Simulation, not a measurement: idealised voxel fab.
voxel gate over fins: a process module
It is cross-section cut that appears here, measuring 250 nm in width, its square cells being 5 nm in size.
In this document a cross-section is written as a grid of square cells. It is given as a series of bands, listed from the top down, and a band is one or more rows of cells. First you get the band's top height and its bottom height, in nm, and then the materials it's made of, left to right, with each width in nm. If you see a single material with "throughout", that one covers the band edge to edge. "blank" is empty space. Heights are reckoned from 0. Under this level, the received wafer is all of one material. The bottommost band is open-ended downward, for example "z 0 and below". Think of "30..40" as a width that walks from the first number to the second as you go down the band, top row to bottom row, taking equal-sized steps from row to row. "nothing different", as given for a step, is the statement that not any cell of the cross-section underwent a change during that step. Reported under the label "Closed void catalog" are the empty spaces having no open way to the top and comprising 8 cells or more; the notation for each is width x height at distance, in which the distance is measured from the left edge and all three values are in nm. Heads up: the bit after the settings on a step's line is the simulator's remark on that step. "overlay nm" on a masked step: distance the mask lay right of its planned place, negative for left. So the way this works: pairs, before and after one process step. The after picture only goes down to the lowest band that actually changed, nothing below. Step and its settings are under each pair. And watch out, pairs might come from different runs of this module, same starting wafer though, so a pair only follows on from the one above if its "Before step" entry tells you so.

[Before step]
- z 5 to 0  105 of blank  15 of HfO2  20 of blank  15 of HfO2  95 of blank
- z 0 to -5  100 of blank  10 of HfO2  5 of Si  5 of HfO2  15 of blank  10 of HfO2  5 of Si  5 of HfO2  95 of blank
- z -5 to -10  105 of HfO2  10 of Si  25 of HfO2  10 of Si  100 of HfO2
- z -10 to -40  105 of SiO2  10 of Si  25 of SiO2  10 of Si  100 of SiO2
- z -40 and below  Si throughout
- Closed void catalog: none

[After the Step]
- z 10 to 5  100 of blank  25 of TiN  10 of blank  25 of TiN  90 of blank
- z 5 to 0  95 of blank  10 of TiN  15 of HfO2  5 of TiN  5 of blank  10 of TiN  15 of HfO2  5 of TiN  90 of blank
- z 0 to -5  100 of TiN  10 of HfO2  5 of Si  5 of HfO2  15 of TiN  10 of HfO2  5 of Si  5 of HfO2  95 of TiN
- Note: structure below -5 unchanged.
- Closed void catalog: none
The structure goes from the before cross-section above to the after cross-section through CONFORMAL_DEP with material TiN, thk nm 5

Before step: the cross-section after the pair above

[After the Step]
- z 15 to 10  95 of blank  70 of TiAl  85 of blank
- z 10 to 5  90 of blank  10 of TiAl  25 of TiN  10 of TiAl  25 of TiN  5 of TiAl  85 of blank
- z 5 to 0  95 of TiAl  10 of TiN  15 of HfO2  5 of TiN  5 of TiAl  10 of TiN  15 of HfO2  5 of TiN  90 of TiAl
- Note: structure below 0 unchanged.
- Closed void catalog: none
The structure goes from the before cross-section above to the after cross-section through CONFORMAL_DEP with material TiAl, thk nm 5

Before step: the cross-section after the pair above

[After the Step]
- z 20 to 15  90 of blank  80 of TiN  80 of blank
- z 15 to 10  85 of blank  10 of TiN  70 of TiAl  5 of TiN  80 of blank
- z 10 to 5  90 of TiN  10 of TiAl  25 of TiN  10 of TiAl  25 of TiN  5 of TiAl  85 of TiN
- Note: structure below 5 unchanged.
- Closed void catalog: none
The structure goes from the before cross-section above to the after cross-section through CONFORMAL_DEP with material TiN, thk nm 5

Before step: the cross-section after the pair above

[After the Step]
- z 30 to 20  W throughout
- z 20 to 15  90 of W  80 of TiN  80 of W
- z 15 to 10  85 of W  10 of TiN  70 of TiAl  5 of TiN  80 of W
- Note: structure below 10 unchanged.
- Closed void catalog: none
The structure goes from the before cross-section above to the after cross-section through FILL_DEP with material W, thk nm 10

Before step: the cross-section after the pair above

[After the Step]
- z 25 to 20  W throughout
- Note: structure below 20 unchanged.
- Closed void catalog: none
The structure goes from the before cross-section above to the after cross-section through CMP with height nm 25

Before step: the cross-section after the pair above

[After the Step]
- z 35 to 25  SiN throughout
- Note: structure below 25 unchanged.
- Closed void catalog: none
The structure goes from the before cross-section above to the after cross-section through CONFORMAL_DEP with material SiN, thk nm 10

[Before step]
- z 5 to 0  100 of blank  15 of HfO2  20 of blank  15 of HfO2  100 of blank
- z 0 to -5  100 of blank  5 of HfO2  5 of Si  5 of HfO2  20 of blank  5 of HfO2  5 of Si  5 of HfO2  100 of blank
- z -5 to -10  105 of HfO2  5 of Si  30 of HfO2  5 of Si  105 of HfO2
- z -10 to -40  105 of SiO2  5 of Si  30 of SiO2  5 of Si  105 of SiO2
- z -40 and below  Si throughout
- Closed void catalog: none

[After the Step]
- z 10 to 5  95 of blank  25 of SiO2  10 of blank  25 of SiO2  95 of blank
- z 5 to 0  95 of blank  5 of SiO2  15 of HfO2  5 of SiO2  10 of blank  5 of SiO2  15 of HfO2  5 of SiO2  95 of blank
- z 0 to -5  100 of SiO2  5 of HfO2  5 of Si  5 of HfO2  20 of SiO2  5 of HfO2  5 of Si  5 of HfO2  100 of SiO2
- Note: structure below -5 unchanged.
- Closed void catalog: none
The structure goes from the before cross-section above to the after cross-section through CONFORMAL_DEP with material SiO2, thk nm 5

Before step: the cross-section after the pair above

[After the Step]
- z 15 to 10  90 of blank  70 of TiAl  90 of blank
- z 10 to 5  90 of blank  5 of TiAl  25 of SiO2  10 of TiAl  25 of SiO2  5 of TiAl  90 of blank
- z 5 to 0  95 of TiAl  5 of SiO2  15 of HfO2  5 of SiO2  10 of TiAl  5 of SiO2  15 of HfO2  5 of SiO2  95 of TiAl
- Note: structure below 0 unchanged.
- Closed void catalog: none
The structure goes from the before cross-section above to the after cross-section through CONFORMAL_DEP with material TiAl, thk nm 5

Before step: the cross-section after the pair above

[After the Step]
- z 20 to 15  85 of blank  80 of TiN  85 of blank
- z 15 to 10  85 of blank  5 of TiN  70 of TiAl  5 of TiN  85 of blank
- z 10 to 5  90 of TiN  5 of TiAl  25 of SiO2  10 of TiAl  25 of SiO2  5 of TiAl  90 of TiN
- Note: structure below 5 unchanged.
- Closed void catalog: none
The structure goes from the before cross-section above to the after cross-section through CONFORMAL_DEP with material TiN, thk nm 5

Before step: the cross-section after the pair above

[After the Step]
- z 30 to 20  W throughout
- z 20 to 15  85 of W  80 of TiN  85 of W
- z 15 to 10  85 of W  5 of TiN  70 of TiAl  5 of TiN  85 of W
- Note: structure below 10 unchanged.
- Closed void catalog: none
The structure goes from the before cross-section above to the after cross-section through FILL_DEP with material W, thk nm 10

Before step: the cross-section after the pair above

[After the Step]
- z 25 to 20  W throughout
- Note: structure below 20 unchanged.
- Closed void catalog: none
The structure goes from the before cross-section above to the after cross-section through CMP with height nm 25

Before step: the cross-section after the pair above

[After the Step]
- z 35 to 25  SiN throughout
- Note: structure below 25 unchanged.
- Closed void catalog: none
The structure goes from the before cross-section above to the after cross-section through CONFORMAL_DEP with material SiN, thk nm 10

[Before step]
- z 5 to 0  SiN throughout
- z 0 and below  Si throughout
- Closed void catalog: none

[After the Step]
- z 5 to 0  100 of SiN  15 of blank  20 of SiN  15 of blank  100 of SiN
- Note: structure below 0 unchanged.
- Closed void catalog: none
The structure goes from the before cross-section above to the after cross-section through MASKED_ETCH with tone open, mask id FINS, width nm 15, pitch nm 35, etch materials SiN, depth nm 5, overlay nm 0

Before step: the cross-section after the pair above

[After the Step]
- z 5 to 0  100 of SiN  15 of blank  20 of SiN  15 of blank  100 of SiN
- z 0 to -5  95 of Si  25 of SiO2  10 of Si  25 of SiO2  95 of Si
- Note: structure below -5 unchanged.
- Closed void catalog: none
The structure goes from the before cross-section above to the after cross-section through OXIDIZE with depth nm 5

Before step: the cross-section after the pair above

[After the Step]
- z 15 to 5  SiO2 throughout
- z 5 to 0  100 of SiN  15 of SiO2  20 of SiN  15 of SiO2  100 of SiN
- Note: structure below 0 unchanged.
- Closed void catalog: none
The structure goes from the before cross-section above to the after cross-section through FILL_DEP with material SiO2, thk nm 10

Before step: the cross-section after the pair above

[After the Step]
- z 5 to 0  100 of SiN  15 of SiO2  20 of SiN  15 of SiO2  100 of SiN
- Note: structure below 0 unchanged.
- Closed void catalog: none
The structure goes from the before cross-section above to the after cross-section through CMP with height nm 5

Before step: the cross-section after the pair above

[After the Step]
- z 5 to 0  100 of SiN  15 of blank  20 of SiN  15 of blank  100 of SiN
- z 0 to -5  95 of Si  25 of blank  10 of Si  25 of blank  95 of Si
- Note: structure below -5 unchanged.
- Closed void catalog: none
The structure goes from the before cross-section above to the after cross-section through SELECTIVE_ETCH with etch materials SiO2, depth nm 15

Before step: the cross-section after the pair above

[After the Step]
- z 0 to -5  95 of Si  25 of blank  10 of Si  25 of blank  95 of Si
- Note: structure below -5 unchanged.
- Closed void catalog: none
The structure goes from the before cross-section above to the after cross-section through STRIP with etch materials SiN

Before step: the cross-section after the pair above

[After the Step]
- z 5 to 0  100 of HfO2  15 of blank  20 of HfO2  15 of blank  100 of HfO2
- z 0 to -5  95 of Si  25 of HfO2  10 of Si  25 of HfO2  95 of Si
- Note: structure below -5 unchanged.
- Closed void catalog: none
The structure goes from the before cross-section above to the after cross-section through CONFORMAL_DEP with material HfO2, thk nm 5

Before step: the cross-section after the pair above

[After the Step]
- z 10 to 5  105 of TiN  5 of blank  30 of TiN  5 of blank  105 of TiN
- z 5 to 0  100 of HfO2  15 of TiN  20 of HfO2  15 of TiN  100 of HfO2
- Note: structure below 0 unchanged.
- Closed void catalog: none
The structure goes from the before cross-section above to the after cross-section through CONFORMAL_DEP with material TiN, thk nm 5

Before step: the cross-section after the pair above

[After the Step]
- z 15 to 10  TiAl throughout
- z 10 to 5  105 of TiN  5 of TiAl  30 of TiN  5 of TiAl  105 of TiN
- Note: structure below 5 unchanged.
- Closed void catalog: none
The structure goes from the before cross-section above to the after cross-section through CONFORMAL_DEP with material TiAl, thk nm 5

Before step: the cross-section after the pair above

[After the Step]
- z 20 to 15  TiN throughout
- Note: structure below 15 unchanged.
- Closed void catalog: none
The structure goes from the before cross-section above to the after cross-section through CONFORMAL_DEP with material TiN, thk nm 5

Before step: the cross-section after the pair above

[After the Step]
- z 30 to 20  W throughout
- Note: structure below 20 unchanged.
- Closed void catalog: none
The structure goes from the before cross-section above to the after cross-section through FILL_DEP with material W, thk nm 10

Before step: the cross-section after the pair above

[After the Step]
- z 25 to 20  W throughout
- Note: structure below 20 unchanged.
- Closed void catalog: none
The structure goes from the before cross-section above to the after cross-section through CMP with height nm 25

Before step: the cross-section after the pair above

[After the Step]
- z 35 to 25  SiN throughout
- Note: structure below 25 unchanged.
- Closed void catalog: none
The structure goes from the before cross-section above to the after cross-section through CONFORMAL_DEP with material SiN, thk nm 10
